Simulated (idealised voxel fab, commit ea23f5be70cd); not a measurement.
Module name: voxel ribs on slabs (process module)
Section shown: cut. Width: 220 nm. Cell size: 5 nm, square.
Square cells in a grid make up a cross-section in this document, and the grid is given as bands, listed from the top down, each one or more rows of cells. Band: top and bottom heights (nm) first, top before bottom; then materials from left to right, widths in nm. "throughout" marks a sole material filling the band edge to edge. "blank" denotes empty space. All heights in this document are referenced to 0, defined as the level beneath which the wafer, as received, consists entirely of one material. The lowest band is not bounded below; it extends indefinitely downward and is written in the form "0 -> down". So if you see something like "30->40" for the width, read it as the top row of the band sitting at the first number and the bottom row at the second, with every row in between moving by the same amount as the last. The cross-section has no changed cell in any step marked "same as before". The label "Tabulated closed voids" introduces a list of the empty spaces, 8 cells or larger, that have no open way up to the top; each entry in it reads width x height at distance, where the distance is taken from the left edge and all three are stated in nm. Step line, after settings: the simulator's comment on this step. The optional step-line setting "overlay nm" applies to steps with a mask and quantifies how far to the right of its planned location the mask lay, a negative value indicating leftward placement.
Steps in the process plan:
| 1 | RECEIVE,material Si |
| 2 | DIRECTIONAL_DEP,material SiO2,thk nm 30 |
| 3 | DIRECTIONAL_DEP,material polySi,thk nm 15 |
| 4 | MASKED_ETCH,tone cover,mask id RIB,width nm 15,etch materials polySi,depth nm 10,overlay nm 0 |
| 5 | MASKED_ETCH,tone cover,mask id SLAB,width nm 65,etch materials polySi,depth nm 5,overlay nm 0 |
| 6 | FILL_DEP,material SiO2,thk nm 25 |
| 7 | CMP,height nm 65 |
| 8 | DIRECTIONAL_DEP,material TiN,thk nm 10 |
| 9 | PATTERN,tone cover,mask id HEATER,material resist,width nm 25,thk nm 20,overlay nm 0 |
| 10 | DIRECTIONAL_ETCH,etch materials TiN,depth nm 10 |
| 11 | STRIP,etch materials resist |
| 12 | CONFORMAL_DEP,material SiO2,thk nm 5 |
On the first of the two wafers: run conducted according to plan:
Cross-section of the wafer at receipt, which is the condition after step 1:
* 0 -> down  Si throughout
* Tabulated closed voids: none
Once step 2 is through, the wafer looks like this in cross-section:
* 30 -> 0  SiO2 throughout
* All layers under 0 are left as they were.
Once step 3 is through, the wafer looks like this in cross-section:
* 45 -> 30  polySi throughout
* All layers under 30 are left as they were.
Once step 4 is through, the wafer looks like this in cross-section:
* 45 -> 35  blank=100; polySi=15; blank=105
* All layers under 35 are left as they were.
Once step 5 is through, the wafer looks like this in cross-section:
* 45 -> 35  blank=100; polySi=15; blank=105
* 35 -> 30  blank=75; polySi=65; blank=80
* All layers under 30 are left as they were.
Once step 6 is through, the wafer looks like this in cross-section:
* 70 -> 45  SiO2 throughout
* 45 -> 35  SiO2=100; polySi=15; SiO2=105
* 35 -> 30  SiO2=75; polySi=65; SiO2=80
* All layers under 30 are left as they were.
Once step 7 is through, the wafer looks like this in cross-section:
* 65 -> 45  SiO2 throughout
* All layers under 45 are left as they were.
Once step 8 is through, the wafer looks like this in cross-section:
* 75 -> 65  TiN throughout
* All layers under 65 are left as they were.
Once step 9 is through, the wafer looks like this in cross-section:
* 95 -> 75  blank=95; resist=25; blank=100
* All layers under 75 are left as they were.
Once step 10 is through, the wafer looks like this in cross-section:
* 95 -> 75  blank=95; resist=25; blank=100
* 75 -> 65  blank=95; TiN=25; blank=100
* All layers under 65 are left as they were.
Once step 11 is through, the wafer looks like this in cross-section:
* 75 -> 65  blank=95; TiN=25; blank=100
* All layers under 65 are left as they were.
Once step 12 is through, the wafer looks like this in cross-section:
* 80 -> 75  blank=90; SiO2=35; blank=95
* 75 -> 70  blank=90; SiO2=5; TiN=25; SiO2=5; blank=95
* 70 -> 65  SiO2=95; TiN=25; SiO2=100
* All layers under 65 are left as they were.
second wafer: like start, like plan, one mistake. Through step 3 it matches the first wafer:
Second wafer profile in section, at the moment step 4 of the plan was meant to be complete:
* 45 -> 35  blank=100; polySi=20; blank=100
* All layers under 35 are left as they were.
Second wafer profile in section, at the moment step 5 of the plan was meant to be complete:
* 45 -> 35  blank=100; polySi=20; blank=100
* 35 -> 30  blank=75; polySi=65; blank=80
* All layers under 30 are left as they were.
Second wafer profile in section, at the moment step 6 of the plan was meant to be complete:
* 70 -> 45  SiO2 throughout
* 45 -> 35  SiO2=100; polySi=20; SiO2=100
* 35 -> 30  SiO2=75; polySi=65; SiO2=80
* All layers under 30 are left as they were.
Second wafer profile in section, at the moment step 7 of the plan was meant to be complete:
* 65 -> 45  SiO2 throughout
* All layers under 45 are left as they were.
Second wafer profile in section, at the moment step 8 of the plan was meant to be complete:
* 75 -> 65  TiN throughout
* All layers under 65 are left as they were.
Second wafer profile in section, at the moment step 9 of the plan was meant to be complete:
* 95 -> 75  blank=95; resist=25; blank=100
* All layers under 75 are left as they were.
Second wafer profile in section, at the moment step 10 of the plan was meant to be complete:
* 95 -> 75  blank=95; resist=25; blank=100
* 75 -> 65  blank=95; TiN=25; blank=100
* All layers under 65 are left as they were.
Second wafer profile in section, at the moment step 11 of the plan was meant to be complete:
* 75 -> 65  blank=95; TiN=25; blank=100
* All layers under 65 are left as they were.
Second wafer profile in section, at the moment step 12 of the plan was meant to be complete:
* 80 -> 75  blank=90; SiO2=35; blank=95
* 75 -> 70  blank=90; SiO2=5; TiN=25; SiO2=5; blank=95
* 70 -> 65  SiO2=95; TiN=25; SiO2=100
* All layers under 65 are left as they were.
Where did the run depart from the plan? rather than as planned, step 4 actually ran as MASKED_ETCH,tone cover,mask id RIB,width nm 20,etch materials polySi,depth nm 10,overlay nm 0
Final tally in cells, some materials are higher or lower on the second wafer than on the first: -2 SiO2; +2 polySi
